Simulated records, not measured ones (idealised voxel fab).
The process module that follows is named voxel gate over fins.
Xsec cut, 270 nm wide, square cell size 5 nm.
Format of a cross-section: grid, square cells. Given as bands. Order: top down. Band: one or more rows of cells. Band entry format. Leading values: height of top, height of bottom, nm. Remainder: materials in left-to-right order, each with its width in nm. Special words: "full width" on a single material, which then fills the band edge to edge; "blank", empty space. Heights from 0 (as-received wafer is one material below). Bottom band endless downward, as "0 -> down". Graded width ("30->40"): value in top row of band = first number; value in bottom row = second number; row-to-row change constant. "left unchanged" (step): cross-section cells unchanged, all of them. Look at "Fully enclosed voids" for the closed voids: empty spaces with no open path to the top, sized 8 cells or up. Each is width x height at distance, distance from the left edge, all nm. On each step's line, the part that comes after the settings is the simulator's own comment on the step. overlay nm, on a step with a mask: how far to the right of its planned place the mask lay; to the left if negative.

-- Process steps - plan
| 1 | RECEIVE (material Si) |
| 2 | CONFORMAL_DEP (material SiN; thk nm 5) |
| 3 | PATTERN (tone cover; mask id FINS; material resist; width nm 15; pitch nm 40; thk nm 15; overlay nm 0) |
| 4 | DIRECTIONAL_ETCH (etch materials SiN; depth nm 5) |
| 5 | DIRECTIONAL_ETCH (etch materials Si; depth nm 35) |
| 6 | STRIP (etch materials resist) |
| 7 | OXIDIZE (depth nm 5) |
| 8 | FILL_DEP (material SiO2; thk nm 15) |
| 9 | CMP (height nm 5) |
| 10 | SELECTIVE_ETCH (etch materials SiO2; depth nm 15) |
| 11 | STRIP (etch materials SiN) |
| 12 | CONFORMAL_DEP (material HfO2; thk nm 5) |
| 13 | CONFORMAL_DEP (material TiN; thk nm 5) |
| 14 | CONFORMAL_DEP (material TiAl; thk nm 5) |
| 15 | CONFORMAL_DEP (material TiN; thk nm 5) |
| 16 | FILL_DEP (material W; thk nm 15) |
| 17 | CMP (height nm 30) |
| 18 | CONFORMAL_DEP (material SiN; thk nm 10) |
Across this set of wafers, the varied parameter is the thk nm of step 12. Starting conditions are identical for every wafer, and the plan reports the value assigned to the first wafer.

-- The as-received cross-section of the first of several wafers corresponds to the state after step 1
    0 -> down = Si full width
    Fully enclosed voids: none

-- Cross-section, first of several wafers, end of module, after last step 18
    40 -> 30 = SiN full width
    30 -> 20 = W full width
    20 -> 15 = W 70  TiN 125  W 75
    15 -> 10 = W 70  TiN 5  TiAl 35  TiN 5  TiAl 35  TiN 5  TiAl 35  TiN 5  W 75
    10 -> 5 = TiN 75  TiAl 5  TiN 25  TiAl 5  TiN 5  TiAl 5  TiN 25  TiAl 5  TiN 5  TiAl 5  TiN 25  TiAl 5  TiN 80
    5 -> 0 = TiAl 80  TiN 5  HfO2 15  TiN 5  TiAl 15  TiN 5  HfO2 15  TiN 5  TiAl 15  TiN 5  HfO2 15  TiN 5  TiAl 85
    0 -> -5 = TiN 85  HfO2 5  Si 5  HfO2 5  TiN 25  HfO2 5  Si 5  HfO2 5  TiN 25  HfO2 5  Si 5  HfO2 5  TiN 90
    -5 -> -10 = HfO2 90  Si 5  HfO2 35  Si 5  HfO2 35  Si 5  HfO2 95
    -10 -> -40 = SiO2 90  Si 5  SiO2 35  Si 5  SiO2 35  Si 5  SiO2 95
    -40 -> down = Si full width
    Fully enclosed voids: none

-- Cross-sectional view, end of module, last wafer of several
    40 -> 30 = SiN full width
    30 -> 25 = W 55  TiN 5  TiAl 145  TiN 5  W 60
    25 -> 20 = TiN 60  TiAl 5  TiN 135  TiAl 5  TiN 65
    20 -> 15 = TiAl 65  TiN 5  HfO2 125  TiN 5  TiAl 70
    15 -> 10 = TiN 70  HfO2 125  TiN 75
    10 -> 0 = HfO2 full width
    0 -> -10 = HfO2 90  Si 5  HfO2 35  Si 5  HfO2 35  Si 5  HfO2 95
    -10 -> -40 = SiO2 90  Si 5  SiO2 35  Si 5  SiO2 35  Si 5  SiO2 95
    -40 -> down = Si full width
    Fully enclosed voids: none

-- each wafer at the end: cells of each material gained (+) or lost (-) since it was received, then its closed voids
thk nm 5, +66 HfO2, -408 Si, +108 SiN, +306 SiO2, +66 TiAl, +128 TiN, +166 W, Fully enclosed voids: none
thk nm 10, +132 HfO2, -408 Si, +108 SiN, +306 SiO2, +62 TiAl, +124 TiN, +108 W, Fully enclosed voids: none
thk nm 15, +198 HfO2, -408 Si, +108 SiN, +306 SiO2, +58 TiAl, +120 TiN, +50 W, Fully enclosed voids: none
thk nm 20, +260 HfO2, -408 Si, +108 SiN, +306 SiO2, +58 TiAl, +85 TiN, +23 W, Fully enclosed voids: none
